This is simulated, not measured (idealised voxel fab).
The process module presented herein is designated voxel self aligned contacts.
Cross-sectional view cut (width: 250 nm; square cell size: 5 nm).
This document writes a cross-section as a grid whose cells are square, and gives it as bands, listed from the top down; one or more rows of cells form a band.
Per band: top height and bottom height in nm, followed by the left-to-right materials and their widths in nm; "full width" marks a single material spanning edge to edge, "air" marks empty space.
Where do heights start? At 0: under that level the wafer as delivered is made of one material only. And the lowest band has no floor; it just carries on downward, as in "0..down".
With a width like "30->40", each row of cells in the band differs from the next by the same amount, the top row carrying the first number and the bottom row the second.
"no change occurred", as given for a step, is the statement that not any cell of the cross-section underwent a change during that step.
Entry "closed voids". Content: empty spaces with no open connection to the top, size 8 cells or greater. Each: width x height at distance. Distance: from left edge. Unit: nm.
It should be noted that, on the line of a given step, the content following the step's settings is a remark produced by the simulator itself with respect to that step.
overlay nm: how far to the right of its planned place the mask lay on this masked step (negative: to the left).

Listed below are the process steps as planned
step 1: RECEIVE, material Si
step 2: CONFORMAL_DEP, material SiO2, thk nm 5
step 3: DIRECTIONAL_DEP, material polySi, thk nm 20
step 4: DIRECTIONAL_DEP, material SiN, thk nm 20
step 5: PATTERN, tone cover, mask id GATE, material resist, width nm 25, pitch nm 70, thk nm 20, overlay nm 0
step 6: DIRECTIONAL_ETCH, etch materials SiN, depth nm 20
step 7: DIRECTIONAL_ETCH, etch materials polySi, depth nm 20
step 8: STRIP, etch materials resist
step 9: CONFORMAL_DEP, material SiN, thk nm 10
step 10: DIRECTIONAL_ETCH, etch materials SiN, depth nm 10
step 11: FILL_DEP, material SiO2, thk nm 15
step 12: CMP, height nm 55
step 13: PATTERN, tone open, mask id CONTACT, material resist, width nm 55, pitch nm 70, thk nm 15, overlay nm 0
step 14: DIRECTIONAL_ETCH, etch materials SiO2, depth nm 55
step 15: STRIP, etch materials resist
step 16: CONFORMAL_DEP, material TiN, thk nm 5
step 17: FILL_DEP, material W, thk nm 5
step 18: CMP, height nm 55
step 19: CONFORMAL_DEP, material SiN, thk nm 5

Cross-section, incoming material, after step 1
  0..down = Si full width
  closed voids: none

Cross-section: first of two wafers, module finished, run according to plan
  60..55 = SiN full width
  55..45 = SiO2 60; TiN 5->20; W 45->15; TiN 5->20; SiO2 15; TiN 5->20; W 45->15; TiN 5->20; SiO2 65
  45..25 = SiO2 30; SiN 45; TiN 5; W 15; TiN 5; SiN 45; TiN 5; W 15; TiN 5; SiN 45; SiO2 35
  25..5 = SiO2 30; SiN 10; polySi 25; SiN 10; TiN 5; W 15; TiN 5; SiN 10; polySi 25; SiN 10; TiN 5; W 15; TiN 5; SiN 10; polySi 25; SiN 10; SiO2 35
  5..0 = SiO2 75; TiN 25; SiO2 45; TiN 25; SiO2 80
  0..down = Si full width
  closed voids: none

Cross-section, second wafer: same start as the first, same plan as the first, one mistake in running it; taken at the end of the module
  60..55 = SiN full width
  55..50 = SiO2 60; TiN 5; W 45; TiN 5; SiO2 15; TiN 5; W 45; TiN 5; SiO2 65
  50..45 = SiO2 60; TiN 55; SiO2 15; TiN 55; SiO2 65
  45..25 = SiN 50; SiO2 5; SiN 65; SiO2 5; SiN 65; SiO2 5; SiN 55
  25..5 = polySi 40; SiN 10; SiO2 5; SiN 10; polySi 45; SiN 10; SiO2 5; SiN 10; polySi 45; SiN 10; SiO2 5; SiN 10; polySi 45
  5..0 = SiO2 full width
  0..down = Si full width
  closed voids: none
Plan not followed: so step 5 ended up running with a different setting than we planned, it ran as PATTERN, tone open, mask id GATE, material resist, width nm 25, pitch nm 70, thk nm 20, overlay nm 0
End of process, cell counts, second wafer against first, materials with more or fewer: 80 more of SiN, 70 fewer of SiO2, 36 fewer of TiN, 54 fewer of W, 80 more of polySi
